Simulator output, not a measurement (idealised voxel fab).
Title: Process Module voxel fin reveal
Section shown: cut. Width: 220 nm. Cell size: 5 nm, square.
We lay out every cross-section as a grid of square cells and spell it out in bands from the top down, where one band means one or more rows of cells. Band: top and bottom heights (nm) first, top before bottom; then materials from left to right, widths in nm. "full width" marks a sole material filling the band edge to edge. "blank" denotes empty space. Where do heights start? At 0: under that level the wafer as delivered is made of one material only. And the lowest band has no floor; it just carries on downward, as in "from 0 down". The width entry "30..40" should be interpreted row by row: the top row of cells in the band takes the first number, the bottom row takes the second number, and the change between adjacent rows is uniform throughout. A step reported as "no alteration" is a step in which no cell of the cross-section changed. Empty spaces without an open route to the top, at least 8 cells in extent, make up the entry "Completely enclosed voids"; each is given as width x height at distance, where the distance is measured from the left edge, and all are in nm. Formally, on a step line, whatever follows the settings is a remark that the simulator itself makes on the step. Regarding "overlay nm": on a step with a mask, it is the distance the mask lay to the right of its planned place; a negative value places it to the left.

# Set out below are the planned steps of the process
1: RECEIVE | material Si
2: CONFORMAL_DEP | material SiN | thk nm 10
3: PATTERN | tone cover | mask id FINS | material resist | width nm 15 | pitch nm 35 | thk nm 20 | overlay nm 0
4: DIRECTIONAL_ETCH | etch materials SiN | depth nm 10
5: DIRECTIONAL_ETCH | etch materials Si | depth nm 30
6: STRIP | etch materials resist
7: FILL_DEP | material SiO2 | thk nm 15
8: CMP | height nm 10
9: SELECTIVE_ETCH | etch materials SiO2 | depth nm 25
10: STRIP | etch materials SiN

# as received, after step 1
  from 0 down  Si full width
  Completely enclosed voids: none

# Cross-section at module end, one run error; start and plan unchanged from above
  from 0 to -15  85 blank / 15 Si / 20 blank / 15 Si / 85 blank
  from -15 to -35  85 SiO2 / 15 Si / 20 SiO2 / 15 Si / 85 SiO2
  from -35 down  Si full width
  Completely enclosed voids: none
Against the plan, the run slipped here: step 5 ran differently from the plan; actual operation with settings: DIRECTIONAL_ETCH | etch materials Si | depth nm 35
